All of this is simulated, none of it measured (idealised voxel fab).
Module name: voxel released beams (process module)
FYI the section here is cut, 170 nm wide, cells are 5 nm squares.
For the purposes of this document, a cross-section shall be understood as a grid of square cells, specified as bands listed in top-to-bottom order, each band consisting of one or more rows of cells.
In this notation a band is specified by the heights of its top and bottom, in that order and in nm, after which its materials appear from left to right, each paired with its width in nm. The word "all across" attached to a single material means that material fills the band from edge to edge; the word "air" stands for empty space.
Basically, 0 is our baseline, since under it the wafer straight out of the box is all one material. The bottom band has no lower end and keeps on going down, so it looks like "0 nm and below".
The two numbers in a width such as "30->40" mark its ends across the band: the first belongs to the top row of cells, the second to the bottom row, and from each row to the next the width moves by the same amount.
"no modifications" means the step left every cell of the cross-section as it was.
So "Closed cavity list" is basically the list of trapped voids: any empty space of 8 cells or more that can't reach the top through an opening. They're written width x height at distance, the distance being from the left edge, and it's all nm.
Past the settings on a step's line: simulator remark, on that step.
When a step includes a mask, the "overlay nm" setting on its line states how far to the right of its planned place that mask lay, and negative values state how far to the left.

# So here's the lineup of process steps we planned
| 1 | RECEIVE with material Si |
| 2 | CONFORMAL_DEP with material Al2O3, thk nm 5 |
| 3 | DIRECTIONAL_DEP with material SiO2, thk nm 10 |
| 4 | DIRECTIONAL_DEP with material aC, thk nm 10 |
| 5 | PATTERN with tone open, mask id ANCHOR, material resist, width nm 35, thk nm 25, overlay nm 0 |
| 6 | DIRECTIONAL_ETCH with etch materials aC, depth nm 10 |
| 7 | STRIP with etch materials resist |
| 8 | DIRECTIONAL_ETCH with etch materials SiO2, depth nm 10 |
| 9 | STRIP with etch materials aC |
| 10 | CONFORMAL_DEP with material SiN, thk nm 10 |
| 11 | DIRECTIONAL_DEP with material aC, thk nm 10 |
| 12 | PATTERN with tone cover, mask id BEAM, material resist, width nm 90, thk nm 30, overlay nm -15 |
| 13 | DIRECTIONAL_ETCH with etch materials aC, depth nm 10 |
| 14 | STRIP with etch materials resist |
| 15 | DIRECTIONAL_ETCH with etch materials SiN, depth nm 10 |
| 16 | STRIP with etch materials aC |
| 17 | STRIP with etch materials SiO2 |
Across this set of wafers, the varied parameter is the overlay nm of step 12. Starting conditions are identical for every wafer, and the plan reports the value assigned to the first wafer.

# Cross-section of the first of several received wafers, showing its state after step 1
0 nm and below: Si all across
Closed cavity list: none

# Every row in this table is a wafer at the end of the module, and it gives, for each of the materials, the cells that wafer has gained (+) or lost (-) since it was received, then its closed voids
overlay nm -15, +34 Al2O3, +44 SiN, Closed cavity list: none
overlay nm -10, +34 Al2O3, +44 SiN, Closed cavity list: none
overlay nm -5, +34 Al2O3, +44 SiN, Closed cavity list: none
overlay nm 0, +34 Al2O3, +44 SiN, Closed cavity list: none
overlay nm 5, +34 Al2O3, +44 SiN, Closed cavity list: none
overlay nm 10, +34 Al2O3, +44 SiN, Closed cavity list: none
overlay nm 15, +34 Al2O3, +44 SiN, Closed cavity list: none
